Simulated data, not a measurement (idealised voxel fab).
Herein follows the process module entitled voxel gate over fins.
The figure presents cross-section cut, which has a width of 235 nm and is divided into square cells with an edge length of 5 nm.
Cross-sections here: square-cell grids, written as top-down lists of bands, a band being one or more rows of cells.
Each band's line starts with the height of the band's top and of its bottom, in nm. Then come its materials from left to right, each with its width in nm. One material with "everywhere" fills the band from edge to edge. "air" is empty space.
The reference from which all heights are counted is 0, the level beneath which the as-received wafer is entirely one material; the lowest band, having no lower bound, proceeds downward and is written after the example "0 -> down".
Read "30..40" as a graded width: first number on top, second number at the bottom, same change between each pair of neighbouring rows.
Reading "nothing changed" for a step: not a cell of the cross-section changed in it.
"Entrapped voids" - sealed voids, min. 8 cells, no opening to top; format: width x height at distance (distance from left edge; nm throughout).
If you see something after the settings on a step's line, that's the simulator's own remark about that step.
Steps that use a mask can have "overlay nm" on their line. It says how far the mask sat to the right of where it was meant to be. Negative means to the left.
Read the rest as pairs. Take the cross-section before one process step, then the cross-section after it, which shows only down to the lowest band that changed. Under the pair, find the step between them and its settings. Bear in mind that pairs may come from different runs of this module on the same starting wafer: link a pair to the pair above it only where its entry headed "Before the process" says to.
Before the process:
> 20 -> 5: resist 75  air 15  resist 20  air 15  resist 20  air 15  resist 75
> 5 -> 0: SiN 75  air 15  SiN 20  air 15  SiN 20  air 15  SiN 75
> 0 -> -35: Si 75  air 15  Si 20  air 15  Si 20  air 15  Si 75
> -35 -> down: Si everywhere
> Entrapped voids: none
Resulting Cross-Section:
> 5 -> 0: SiN 75  air 15  SiN 20  air 15  SiN 20  air 15  SiN 75
> Whatever lies below 0 is exactly as it was before.
> Entrapped voids: none
Formally, the process step situated between the two cross-sections above is STRIP | etch materials resist
Before the process: The prior state of this step coincides with the post-step cross-section of the pair just above.
Resulting Cross-Section:
> 10 -> 5: SiO2 everywhere
> 5 -> 0: SiN 75  SiO2 15  SiN 20  SiO2 15  SiN 20  SiO2 15  SiN 75
> 0 -> -35: Si 75  SiO2 15  Si 20  SiO2 15  Si 20  SiO2 15  Si 75
> Whatever lies below -35 is exactly as it was before.
> Entrapped voids: none
Formally, the process step situated between the two cross-sections above is FILL_DEP | material SiO2 | thk nm 5
Before the process: The prior state of this step coincides with the post-step cross-section of the pair just above.
Resulting Cross-Section:
> 5 -> 0: SiN 75  SiO2 15  SiN 20  SiO2 15  SiN 20  SiO2 15  SiN 75
> Whatever lies below 0 is exactly as it was before.
> Entrapped voids: none
Formally, the process step situated between the two cross-sections above is CMP | height nm 5
Before the process: The prior state of this step coincides with the post-step cross-section of the pair just above.
Resulting Cross-Section:
> 5 -> 0: SiN 75  air 15  SiN 20  air 15  SiN 20  air 15  SiN 75
> 0 -> -10: Si 75  air 15  Si 20  air 15  Si 20  air 15  Si 75
> Whatever lies below -10 is exactly as it was before.
> Entrapped voids: none
Formally, the process step situated between the two cross-sections above is SELECTIVE_ETCH | etch materials SiO2 | depth nm 15
Before the process: The prior state of this step coincides with the post-step cross-section of the pair just above.
Resulting Cross-Section:
> 0 -> -10: Si 75  air 15  Si 20  air 15  Si 20  air 15  Si 75
> Whatever lies below -10 is exactly as it was before.
> Entrapped voids: none
Formally, the process step situated between the two cross-sections above is STRIP | etch materials SiN
Before the process: The prior state of this step coincides with the post-step cross-section of the pair just above.
Resulting Cross-Section:
> 5 -> 0: HfO2 80  air 5  HfO2 30  air 5  HfO2 30  air 5  HfO2 80
> 0 -> -5: Si 75  HfO2 5  air 5  HfO2 5  Si 20  HfO2 5  air 5  HfO2 5  Si 20  HfO2 5  air 5  HfO2 5  Si 75
> -5 -> -10: Si 75  HfO2 15  Si 20  HfO2 15  Si 20  HfO2 15  Si 75
> Whatever lies below -10 is exactly as it was before.
> Entrapped voids: none
Formally, the process step situated between the two cross-sections above is CONFORMAL_DEP | material HfO2 | thk nm 5
Before the process: The prior state of this step coincides with the post-step cross-section of the pair just above.
Resulting Cross-Section:
> 10 -> 5: TiN everywhere
> 5 -> 0: HfO2 80  TiN 5  HfO2 30  TiN 5  HfO2 30  TiN 5  HfO2 80
> 0 -> -5: Si 75  HfO2 5  TiN 5  HfO2 5  Si 20  HfO2 5  TiN 5  HfO2 5  Si 20  HfO2 5  TiN 5  HfO2 5  Si 75
> Whatever lies below -5 is exactly as it was before.
> Entrapped voids: none
Formally, the process step situated between the two cross-sections above is CONFORMAL_DEP | material TiN | thk nm 5
Before the process: The prior state of this step coincides with the post-step cross-section of the pair just above.
Resulting Cross-Section:
> 20 -> 10: W everywhere
> Whatever lies below 10 is exactly as it was before.
> Entrapped voids: none
Formally, the process step situated between the two cross-sections above is FILL_DEP | material W | thk nm 10
Before the process: The prior state of this step coincides with the post-step cross-section of the pair just above.
Resulting Cross-Section:
> 15 -> 10: W everywhere
> Whatever lies below 10 is exactly as it was before.
> Entrapped voids: none
Formally, the process step situated between the two cross-sections above is CMP | height nm 15
Before the process: The prior state of this step coincides with the post-step cross-section of the pair just above.
Resulting Cross-Section:
> 20 -> 15: SiN everywhere
> Whatever lies below 15 is exactly as it was before.
> Entrapped voids: none
Formally, the process step situated between the two cross-sections above is CONFORMAL_DEP | material SiN | thk nm 5
